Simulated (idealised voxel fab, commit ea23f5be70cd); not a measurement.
The process module that follows is named voxel spacer lines.
The figure presents cross-section cut, which has a width of 150 nm and is divided into square cells with an edge length of 5 nm.
Cross-sections here: square-cell grids, written as top-down lists of bands, a band being one or more rows of cells.
In this notation a band is specified by the heights of its top and bottom, in that order and in nm, after which its materials appear from left to right, each paired with its width in nm. The word "edge to edge" attached to a single material means that material fills the band from edge to edge; the word "empty" stands for empty space.
All heights in this document are referenced to 0, defined as the level beneath which the wafer, as received, consists entirely of one material. The lowest band is not bounded below; it extends indefinitely downward and is written in the form "0 nm and below".
Top row gets the first number, bottom row gets the second, and each row in between changes by the same step: that is how a band width like "30->40" works.
Reading "remained unchanged" for a step: not a cell of the cross-section changed in it.
Empty spaces without an open route to the top, at least 8 cells in extent, make up the entry "Listed closed voids"; each is given as width x height at distance, where the distance is measured from the left edge, and all are in nm.
If you see something after the settings on a step's line, that's the simulator's own remark about that step.
Steps that use a mask can have "overlay nm" on their line. It says how far the mask sat to the right of where it was meant to be. Negative means to the left.

Here's what the planned process steps look like
1) RECEIVE [material Si]
2) CONFORMAL_DEP [material Al2O3] [thk nm 5]
3) DIRECTIONAL_DEP [material W] [thk nm 10]
4) DIRECTIONAL_DEP [material polySi] [thk nm 20]
5) PATTERN [tone cover] [mask id MANDREL] [material resist] [width nm 15] [pitch nm 50] [thk nm 25] [overlay nm 0]
6) DIRECTIONAL_ETCH [etch materials polySi] [depth nm 20]
7) STRIP [etch materials resist]
8) CONFORMAL_DEP [material SiN] [thk nm 10]
9) DIRECTIONAL_ETCH [etch materials SiN] [depth nm 10]
10) STRIP [etch materials polySi]
11) DIRECTIONAL_ETCH [etch materials W] [depth nm 10]
12) STRIP [etch materials SiN]
13) FILL_DEP [material SiO2] [thk nm 5]
14) CMP [height nm 15]

As received, after step 1
    0 nm and below: Si edge to edge
    Listed closed voids: none

End state of the module in cross-section, given the above starting point and plan and one mistake in execution
    15 nm to 5 nm: SiO2 35 nm; W 10 nm; SiO2 15 nm; W 10 nm; SiO2 15 nm; W 10 nm; SiO2 15 nm; W 10 nm; SiO2 30 nm
    5 nm to 0 nm: Al2O3 edge to edge
    0 nm and below: Si edge to edge
    Listed closed voids: none
Against the plan, the run slipped here: step 5 did not happen as planned, as run it was PATTERN [tone cover] [mask id MANDREL] [material resist] [width nm 15] [pitch nm 50] [thk nm 25] [overlay nm 5]
